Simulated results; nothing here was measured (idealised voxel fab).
process module | voxel local oxidation
cross-section cut | 220 nm wide | cells 5 nm
A cross-section is a grid of square cells, given in bands from the top down. A band is one or more rows of cells.
Each band's line starts with the height of the band's top and of its bottom, in nm. Then come its materials from left to right, each with its width in nm. One material with "throughout" fills the band from edge to edge. "air" is empty space.
Height 0 is the level under which the wafer as received is all one material. The lowest band goes on downwards, as in "0 down".
A width such as "30 to 40" changes by the same amount from each row of cells to the next, from the band's top row to its bottom row.
"no change" after a step means that no cell of the cross-section changed.
closed voids: empty space of 8 cells or more with no open way to the top, each as width x height at its distance from the left edge, in nm
after a step's settings: what the simulator itself notes on the step
overlay nm, on a step with a mask: how far to the right of its planned place the mask lay; to the left if negative
plan
1 op RECEIVE | material Si
2 op OXIDIZE | depth nm 5
3 op CONFORMAL_DEP | material SiN | thk nm 15
4 op PATTERN | tone cover | mask id ACTIVE | material resist | width nm 110 | thk nm 15 | overlay nm 0
5 op DIRECTIONAL_ETCH | etch materials SiN | depth nm 15
6 op STRIP | etch materials resist
7 op SELECTIVE_ETCH | etch materials SiO2 | depth nm 5
8 op OXIDIZE | depth nm 10
9 op STRIP | etch materials SiN
first wafer, as planned
as received, after step 1
  0 down: Si throughout
  closed voids: none
after step 2
  0 to -5: SiO2 throughout
  below -5: unchanged
after step 3
  15 to 0: SiN throughout
  below 0: unchanged
after step 4
  30 to 15: air 55 | resist 110 | air 55
  below 15: unchanged
after step 5
  30 to 15: air 55 | resist 110 | air 55
  15 to 0: air 55 | SiN 110 | air 55
  below 0: unchanged
after step 6
  15 to 0: air 55 | SiN 110 | air 55
  below 0: unchanged
after step 7
  15 to 0: air 55 | SiN 110 | air 55
  0 to -5: air 60 | SiO2 100 | air 60
  below -5: unchanged
after step 8
  15 to 0: air 55 | SiN 110 | air 55
  0 to -5: air 60 | SiO2 100 | air 60
  -5 to -15: SiO2 70 | Si 80 | SiO2 70
  below -15: unchanged
after step 9
  0 to -5: air 60 | SiO2 100 | air 60
  below -5: unchanged
second wafer: like start, like plan, one mistake. Through step 3 it matches the first wafer
when step 4 should have ended
  30 to 15: air 45 | resist 110 | air 65
  below 15: unchanged
when step 5 should have ended
  30 to 15: air 45 | resist 110 | air 65
  15 to 0: air 45 | SiN 110 | air 65
  below 0: unchanged
when step 6 should have ended
  15 to 0: air 45 | SiN 110 | air 65
  below 0: unchanged
when step 7 should have ended
  15 to 0: air 45 | SiN 110 | air 65
  0 to -5: air 50 | SiO2 100 | air 70
  below -5: unchanged
when step 8 should have ended
  15 to 0: air 45 | SiN 110 | air 65
  0 to -5: air 50 | SiO2 100 | air 70
  -5 to -15: SiO2 60 | Si 80 | SiO2 80
  below -15: unchanged
when step 9 should have ended
  0 to -5: air 50 | SiO2 100 | air 70
  below -5: unchanged
what went wrong: step 4 ran as: op PATTERN | tone cover | mask id ACTIVE | material resist | width nm 110 | thk nm 15 | overlay nm -10
at the end the second wafer has, in cells: as many of each material as the first, in other places
